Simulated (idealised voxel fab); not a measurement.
process module | voxel transistor to metal
cross-section cut | 210 nm wide | cells 5 nm
A cross-section is a grid of square cells, given in bands from the top down. A band is one or more rows of cells.
Each band's line starts with the height of the band's top and of its bottom, in nm. Then come its materials from left to right, each with its width in nm. One material with "throughout" fills the band from edge to edge. "air" is empty space.
Height 0 is the level under which the wafer as received is all one material. The lowest band goes on downwards, as in "0 down".
A width such as "30 to 40" changes by the same amount from each row of cells to the next, from the band's top row to its bottom row.
"no change" after a step means that no cell of the cross-section changed.
closed voids: empty space of 8 cells or more with no open way to the top, each as width x height at its distance from the left edge, in nm
after a step's settings: what the simulator itself notes on the step
overlay nm, on a step with a mask: how far to the right of its planned place the mask lay; to the left if negative
plan
1 op RECEIVE | material Si
2 op CONFORMAL_DEP | material SiO2 | thk nm 5
3 op CONFORMAL_DEP | material SiN | thk nm 10
4 op MASKED_ETCH | tone cover | mask id ACTIVE | width nm 115 | etch materials SiN | depth nm 10 | overlay nm 0
5 op MASKED_ETCH | tone cover | mask id ACTIVE | width nm 115 | etch materials SiO2 | depth nm 5 | overlay nm 0
6 op MASKED_ETCH | tone cover | mask id ACTIVE | width nm 115 | etch materials Si | depth nm 35 | overlay nm 0
7 op OXIDIZE | depth nm 5
8 op FILL_DEP | material SiO2 | thk nm 15
9 op CMP | height nm 15
10 op SELECTIVE_ETCH | etch materials SiO2 | depth nm 5
11 op STRIP | etch materials SiN
12 op SELECTIVE_ETCH | etch materials SiO2 | depth nm 5
13 op OXIDIZE | depth nm 5
14 op DIRECTIONAL_DEP | material polySi | thk nm 30
15 op DIRECTIONAL_DEP | material SiCN | thk nm 10
16 op PATTERN | tone cover | mask id GATE | material resist | width nm 25 | thk nm 15 | overlay nm 0
17 op DIRECTIONAL_ETCH | etch materials SiCN | depth nm 20
18 op DIRECTIONAL_ETCH | etch materials polySi | depth nm 40
19 op STRIP | etch materials resist
20 op CONFORMAL_DEP | material SiN | thk nm 10
21 op DIRECTIONAL_ETCH | etch materials SiN | depth nm 10
22 op DIRECTIONAL_ETCH | etch materials SiO2 | depth nm 5
23 op EPI | material nSi | thk nm 5
24 op FILL_DEP | material SiO2 | thk nm 5
25 op CMP | height nm 40
26 op DIRECTIONAL_DEP | material SiO2 | thk nm 10
27 op DIRECTIONAL_DEP | material aC | thk nm 10
28 op PATTERN | tone open | mask id CONTACT | material resist | width nm 20 | pitch nm 75 | thk nm 30 | overlay nm 0
29 op DIRECTIONAL_ETCH | etch materials aC | depth nm 10
30 op STRIP | etch materials resist
31 op DIRECTIONAL_ETCH | etch materials SiO2 | depth nm 50
32 op STRIP | etch materials aC
33 op CONFORMAL_DEP | material TiN | thk nm 5
34 op FILL_DEP | material Ru | thk nm 5
35 op CMP | height nm 50
36 op CONFORMAL_DEP | material SiCN | thk nm 5
37 op DIRECTIONAL_DEP | material lowk | thk nm 15
38 op PATTERN | tone open | mask id METAL_1 | material resist | width nm 20 | pitch nm 75 | thk nm 20 | overlay nm 0
39 op DIRECTIONAL_ETCH | etch materials lowk | depth nm 15
40 op DIRECTIONAL_ETCH | etch materials SiCN | depth nm 5
41 op STRIP | etch materials resist
42 op CONFORMAL_DEP | material TiN | thk nm 5
43 op FILL_DEP | material W | thk nm 5
44 op CMP | height nm 70
45 op CONFORMAL_DEP | material SiN | thk nm 5
as received, after step 1
  0 down: Si throughout
  closed voids: none
a wafer at the end: this start, this plan, one mistake
  75 to 70: SiN throughout
  70 to 55: lowk 55 | TiN 5 | W 10 | TiN 5 | lowk 55 | TiN 5 | W 10 | TiN 5 | lowk 60
  55 to 50: SiCN 55 | TiN 20 | SiCN 55 | TiN 20 | SiCN 60
  50 to 40: SiO2 55 | TiN 5 | Ru 15 | TiN 5 | SiO2 50 | TiN 5 | Ru 15 | TiN 5 | SiO2 55
  40 to 30: SiO2 55 | TiN 5 | Ru 15 | TiN 5 | SiN 10 | SiCN 25 | SiN 10 | SiO2 5 | TiN 5 | Ru 15 | TiN 5 | SiO2 55
  30 to 5: SiO2 55 | TiN 5 | Ru 15 | TiN 5 | SiN 10 | polySi 25 | SiN 10 | SiO2 5 | TiN 5 | Ru 15 | TiN 5 | SiO2 55
  5 to 0: SiO2 40 | SiN 10 | SiO2 5 | TiN 25 | SiN 10 | polySi 25 | SiN 10 | SiO2 5 | TiN 25 | SiN 10 | SiO2 45
  0 to -5: SiO2 50 | nSi 30 | SiO2 45 | nSi 30 | SiO2 55
  -5 to -40: SiO2 50 | Si 105 | SiO2 55
  -40 down: Si throughout
  closed voids: none
what went wrong: step 28 ran as: op PATTERN | tone open | mask id CONTACT | material resist | width nm 25 | pitch nm 75 | thk nm 30 | overlay nm 0
